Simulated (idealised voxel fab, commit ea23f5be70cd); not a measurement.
Process module under the name voxel released beams
Section cut is 175 nm wide and gridded with 5 nm square cells.
How to read a cross-section here: the picture is a grid of square cells, written as bands going from the top down, and any band can span one or more rows of cells.
Top, bottom (nm), then materials left to right with widths (nm); lone material tagged "full width" fills the whole band edge to edge; "air" = empty space.
The level at which height equals 0 is the one under which the wafer, as it arrives, is entirely one material. No lower edge exists for the bottom band, which continues downward and is notated as in "z 0 and below".
A width given as "30 to 40" starts at the first number in the band's top row and ends at the second number in its bottom row, shifting by an equal amount at every step from row to row.
Take "no change" at face value: in the step it is given for, the cross-section changed in none of its cells.
Empty spaces counting at least 8 cells and having no open way to the top are listed in "Trapped cavities". The notation width x height at distance is used for each, the distance being from the left edge and all three values in nm.
Anything after a step's settings on that line? It's the simulator's own note about the step.
On any step carrying a mask, the "overlay nm" setting, if present on the step's line, tells how far right of its planned place the mask lay; negative values point to the left.
List of planned process steps:
1) RECEIVE | material Si
2) CONFORMAL_DEP | material SiN | thk nm 5
3) DIRECTIONAL_DEP | material SiO2 | thk nm 10
4) MASKED_ETCH | tone open | mask id ANCHOR | width nm 25 | etch materials SiO2 | depth nm 10 | overlay nm 0
5) CONFORMAL_DEP | material W | thk nm 10
6) PATTERN | tone cover | mask id BEAM | material resist | width nm 70 | thk nm 15 | overlay nm 0
7) DIRECTIONAL_ETCH | etch materials W | depth nm 10
8) STRIP | etch materials resist
9) STRIP | etch materials SiO2
For clarity, it should be stated that the wafers under discussion commence in an identical condition and differ with respect to the thk nm of step 2, the plan indicating the value that the first wafer had.
The first of several wafers as received, shown in cross-section; this is its state after step 1:
- z 0 and below = Si full width
- Trapped cavities: none
Below is a per-wafer table. In it, each row describes the wafer at the end of the module by giving, for each material, the number of cells gained (+) or lost (-) since the wafer was received, and after that the closed voids of the wafer:
thk nm 5 | +35 SiN | +36 W | Trapped cavities: none
thk nm 10 | +70 SiN | +36 W | Trapped cavities: none
thk nm 15 | +105 SiN | +36 W | Trapped cavities: none
thk nm 20 | +140 SiN | +36 W | Trapped cavities: none
thk nm 25 | +175 SiN | +36 W | Trapped cavities: none
